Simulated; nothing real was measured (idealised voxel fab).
process module | voxel self aligned contacts
cross-section cut | 300 nm wide | cells 5 nm
A cross-section is a grid of square cells, given in bands from the top down. A band is one or more rows of cells.
Each band's line starts with the height of the band's top and of its bottom, in nm. Then come its materials from left to right, each with its width in nm. One material with "throughout" fills the band from edge to edge. "air" is empty space.
Height 0 is the level under which the wafer as received is all one material. The lowest band goes on downwards, as in "0 down".
A width such as "30 to 40" changes by the same amount from each row of cells to the next, from the band's top row to its bottom row.
"no change" after a step means that no cell of the cross-section changed.
closed voids: empty space of 8 cells or more with no open way to the top, each as width x height at its distance from the left edge, in nm
after a step's settings: what the simulator itself notes on the step
overlay nm, on a step with a mask: how far to the right of its planned place the mask lay; to the left if negative
plan
1 op RECEIVE | material Si
2 op OXIDIZE | depth nm 5
3 op DIRECTIONAL_DEP | material polySi | thk nm 30
4 op DIRECTIONAL_DEP | material SiN | thk nm 20
5 op PATTERN | tone cover | mask id GATE | material resist | width nm 25 | pitch nm 60 | thk nm 20 | overlay nm 0
6 op DIRECTIONAL_ETCH | etch materials SiN | depth nm 20
7 op DIRECTIONAL_ETCH | etch materials polySi | depth nm 30
8 op STRIP | etch materials resist
9 op CONFORMAL_DEP | material SiN | thk nm 10
10 op DIRECTIONAL_ETCH | etch materials SiN | depth nm 10
11 op FILL_DEP | material SiO2 | thk nm 15
12 op CMP | height nm 55
13 op DIRECTIONAL_DEP | material aC | thk nm 15
14 op PATTERN | tone open | mask id CONTACT | material resist | width nm 45 | pitch nm 60 | thk nm 30 | overlay nm 0
15 op DIRECTIONAL_ETCH | etch materials aC | depth nm 15
16 op STRIP | etch materials resist
17 op DIRECTIONAL_ETCH | etch materials SiO2 | depth nm 60
18 op STRIP | etch materials aC
19 op CONFORMAL_DEP | material TiN | thk nm 5
20 op FILL_DEP | material W | thk nm 5
21 op CMP | height nm 55
22 op CONFORMAL_DEP | material SiCN | thk nm 5
as received, after step 1
  0 down: Si throughout
  closed voids: none
first wafer at the end, as planned
  60 to 55: SiCN throughout
  55 to 50: SiO2 95 | TiN 20 | W 5 | TiN 20 | SiO2 15 | TiN 20 | W 5 | TiN 20 | SiO2 100
  50 to 30: SiO2 65 | SiN 45 | TiN 5 | W 5 | TiN 5 | SiN 45 | TiN 5 | W 5 | TiN 5 | SiN 45 | SiO2 70
  30 to 0: SiO2 65 | SiN 10 | polySi 25 | SiN 10 | TiN 5 | W 5 | TiN 5 | SiN 10 | polySi 25 | SiN 10 | TiN 5 | W 5 | TiN 5 | SiN 10 | polySi 25 | SiN 10 | SiO2 70
  0 to -5: SiO2 110 | TiN 15 | SiO2 45 | TiN 15 | SiO2 115
  -5 down: Si throughout
  closed voids: none
second wafer at the end: like start, like plan, one mistake
  60 to 55: SiCN throughout
  55 to 50: W 60 | TiN 35 | SiO2 45 | TiN 15 | SiO2 45 | TiN 35 | W 65
  50 to 30: W 60 | TiN 5 | SiN 45 | SiO2 15 | SiN 45 | SiO2 15 | SiN 45 | TiN 5 | W 65
  30 to 0: W 60 | TiN 5 | SiN 10 | polySi 25 | SiN 10 | SiO2 15 | SiN 10 | polySi 25 | SiN 10 | SiO2 15 | SiN 10 | polySi 25 | SiN 10 | TiN 5 | W 65
  0 to -5: TiN 65 | SiO2 165 | TiN 70
  -5 down: Si throughout
  closed voids: none
what went wrong: step 14 ran as: op PATTERN | tone cover | mask id CONTACT | material resist | width nm 45 | pitch nm 60 | thk nm 30 | overlay nm 0
at the end the second wafer has, in cells: 255 fewer of SiO2 | 2 more of TiN | 253 more of W
